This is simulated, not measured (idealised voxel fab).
Process module under the name voxel transistor to metal
250 nm wide, 5 nm square cells: that's cross-section cut.
A cross-section in this document is a grid of square cells, and it is written down as bands, the top band listed before the ones below it; a band is made up of one or more rows of cells.
Heads up on the band format: heights come first, top then bottom, in nm. After that it's the materials left to right, each with its width in nm. A single material flagged "throughout" fills the whole band edge to edge, and "air" means there's empty space there.
Zero point of the height axis is 0; under it, received wafer = one material. Lowest band: continues down indefinitely, "0 and below".
Think of "30..40" as a width that walks from the first number to the second as you go down the band, top row to bottom row, taking equal-sized steps from row to row.
For the purposes of this document, the phrase "nothing changed" attached to a step denotes that no cell within the cross-section was modified by that step.
Look at "Closed void entries" for the closed voids: empty spaces with no open path to the top, sized 8 cells or up. Each is width x height at distance, distance from the left edge, all nm.
after a step's settings: what the simulator itself notes on the step
You can add "overlay nm" to a step's line. For a step with a mask, it describes how far the mask lay to the right of its planned position, and a negative number describes a lay to the left.
# The following list gives the planned process steps
| 1 | RECEIVE | material Si |
| 2 | CONFORMAL_DEP | material SiO2 | thk nm 5 |
| 3 | CONFORMAL_DEP | material SiN | thk nm 10 |
| 4 | PATTERN | tone cover | mask id ACTIVE | material resist | width nm 95 | pitch nm 125 | thk nm 15 | overlay nm 0 |
| 5 | DIRECTIONAL_ETCH | etch materials SiN | depth nm 10 |
| 6 | DIRECTIONAL_ETCH | etch materials SiO2 | depth nm 5 |
| 7 | DIRECTIONAL_ETCH | etch materials Si | depth nm 25 |
| 8 | STRIP | etch materials resist |
| 9 | FILL_DEP | material SiO2 | thk nm 5 |
| 10 | CMP | height nm 15 |
| 11 | SELECTIVE_ETCH | etch materials SiO2 | depth nm 5 |
| 12 | STRIP | etch materials SiN |
| 13 | SELECTIVE_ETCH | etch materials SiO2 | depth nm 5 |
| 14 | OXIDIZE | depth nm 5 |
| 15 | DIRECTIONAL_DEP | material polySi | thk nm 25 |
| 16 | DIRECTIONAL_DEP | material SiCN | thk nm 15 |
| 17 | PATTERN | tone cover | mask id GATE | material resist | width nm 25 | pitch nm 125 | thk nm 20 | overlay nm 0 |
| 18 | DIRECTIONAL_ETCH | etch materials SiCN | depth nm 25 |
| 19 | DIRECTIONAL_ETCH | etch materials polySi | depth nm 35 |
| 20 | STRIP | etch materials resist |
| 21 | CONFORMAL_DEP | material SiO2 | thk nm 5 |
| 22 | DIRECTIONAL_ETCH | etch materials SiO2 | depth nm 5 |
| 23 | CONFORMAL_DEP | material SiN | thk nm 10 |
| 24 | DIRECTIONAL_ETCH | etch materials SiN | depth nm 10 |
| 25 | DIRECTIONAL_ETCH | etch materials SiO2 | depth nm 5 |
| 26 | DIRECTIONAL_ETCH | etch materials Si | depth nm 5 |
| 27 | EPI | material pSi | thk nm 10 |
| 28 | FILL_DEP | material SiO2 | thk nm 10 |
| 29 | CMP | height nm 40 |
| 30 | DIRECTIONAL_DEP | material SiO2 | thk nm 15 |
| 31 | DIRECTIONAL_DEP | material aC | thk nm 10 |
| 32 | PATTERN | tone open | mask id CONTACT | material resist | width nm 25 | thk nm 25 | overlay nm 0 |
| 33 | DIRECTIONAL_ETCH | etch materials aC | depth nm 10 |
| 34 | STRIP | etch materials resist |
| 35 | DIRECTIONAL_ETCH | etch materials SiO2 | depth nm 50 |
| 36 | STRIP | etch materials aC |
| 37 | CONFORMAL_DEP | material TiN | thk nm 5 |
| 38 | FILL_DEP | material Ru | thk nm 5 |
| 39 | CMP | height nm 55 |
| 40 | DIRECTIONAL_DEP | material TiN | thk nm 5 |
| 41 | DIRECTIONAL_DEP | material Ru | thk nm 25 |
| 42 | MASKED_ETCH | tone cover | mask id METAL_1 | width nm 15 | etch materials Ru | depth nm 25 | overlay nm 0 |
| 43 | MASKED_ETCH | tone cover | mask id METAL_1 | width nm 15 | etch materials TiN | depth nm 5 | overlay nm 0 |
| 44 | CONFORMAL_DEP | material SiN | thk nm 5 |
| 45 | FILL_DEP | material lowk | thk nm 10 |
| 46 | CMP | height nm 85 |
| 47 | CONFORMAL_DEP | material SiCN | thk nm 5 |
| 48 | DIRECTIONAL_DEP | material lowk | thk nm 30 |
| 49 | MASKED_ETCH | tone open | mask id METAL_2 | width nm 15 | pitch nm 125 | etch materials lowk | depth nm 20 | overlay nm 0 |
| 50 | DIRECTIONAL_DEP | material aC | thk nm 15 |
| 51 | PATTERN | tone open | mask id METAL_2_HOLES | material resist | width nm 15 | pitch nm 125 | thk nm 30 | overlay nm 0 |
| 52 | DIRECTIONAL_ETCH | etch materials aC | depth nm 15 |
| 53 | STRIP | etch materials resist |
| 54 | DIRECTIONAL_ETCH | etch materials lowk | depth nm 10 |
| 55 | DIRECTIONAL_ETCH | etch materials SiCN | depth nm 5 |
| 56 | STRIP | etch materials aC |
| 57 | CONFORMAL_DEP | material TiN | thk nm 5 |
| 58 | FILL_DEP | material Ru | thk nm 5 |
| 59 | CMP | height nm 120 |
| 60 | CONFORMAL_DEP | material SiN | thk nm 5 |
# as received, after step 1
	0 and below  Si throughout
	Closed void entries: none
# The following cross-section depicts the wafer upon conclusion of the module. Processing commenced from the starting condition illustrated above and adhered to the plan illustrated above, save for one mistake in execution
	125 down to 120  SiN throughout
	120 down to 90  lowk 20, then TiN 5, then Ru 5, then TiN 5, then lowk 110, then TiN 5, then Ru 5, then TiN 5, then lowk 90
	90 down to 85  SiCN 20, then TiN 15, then SiCN 110, then TiN 15, then SiCN 90
	85 down to 60  lowk 15, then SiN 5, then Ru 15, then SiN 5, then lowk 45, then SiN 5, then Ru 15, then SiN 5, then lowk 30, then SiN 5, then Ru 15, then SiN 5, then lowk 45, then SiN 5, then Ru 15, then SiN 5, then lowk 15
	60 down to 55  SiN 20, then TiN 15, then SiN 55, then TiN 15, then SiN 40, then TiN 15, then SiN 55, then TiN 15, then SiN 20
	55 down to 45  SiO2 20, then TiN 5, then Ru 15, then TiN 5, then SiO2 35, then TiN 5, then Ru 15, then TiN 5, then SiO2 40, then TiN 5, then Ru 15, then TiN 5, then SiO2 35, then TiN 5, then Ru 15, then TiN 5, then SiO2 20
	45 down to 40  SiO2 20, then TiN 5, then Ru 5, then TiN 15, then SiO2 35, then TiN 15, then Ru 5, then TiN 5, then SiO2 40, then TiN 5, then Ru 5, then TiN 15, then SiO2 35, then TiN 15, then Ru 5, then TiN 5, then SiO2 20
	40 down to 25  SiO2 20, then TiN 5, then Ru 5, then TiN 5, then SiN 10, then SiO2 5, then SiCN 25, then SiO2 5, then SiN 10, then TiN 5, then Ru 5, then TiN 5, then SiO2 40, then TiN 5, then Ru 5, then TiN 5, then SiN 10, then SiO2 5, then SiCN 25, then SiO2 5, then SiN 10, then TiN 5, then Ru 5, then TiN 5, then SiO2 20
	25 down to 10  SiO2 20, then TiN 5, then Ru 5, then TiN 5, then SiN 10, then SiO2 5, then polySi 25, then SiO2 5, then SiN 10, then TiN 5, then Ru 5, then TiN 5, then SiO2 40, then TiN 5, then Ru 5, then TiN 5, then SiN 10, then SiO2 5, then polySi 25, then SiO2 5, then SiN 10, then TiN 5, then Ru 5, then TiN 5, then SiO2 20
	10 down to 5  SiO2 20, then TiN 15, then SiN 10, then SiO2 5, then polySi 25, then SiO2 5, then SiN 10, then TiN 15, then SiO2 40, then TiN 15, then SiN 10, then SiO2 5, then polySi 25, then SiO2 5, then SiN 10, then TiN 15, then SiO2 20
	5 down to 0  SiO2 15, then SiN 10, then SiO2 10, then SiN 10, then SiO2 5, then polySi 25, then SiO2 5, then SiN 10, then SiO2 10, then SiN 10, then SiO2 30, then SiN 10, then SiO2 10, then SiN 10, then SiO2 5, then polySi 25, then SiO2 5, then SiN 10, then SiO2 10, then SiN 10, then SiO2 15
	0 down to -5  SiO2 25, then pSi 10, then SiO2 55, then pSi 10, then SiO2 50, then pSi 10, then SiO2 55, then pSi 10, then SiO2 25
	-5 down to -25  SiO2 15, then Si 95, then SiO2 30, then Si 95, then SiO2 15
	-25 and below  Si throughout
	Closed void entries: none
In executing the process, a mistake was made relative to the plan: swap of plan steps 26 and 27 during execution
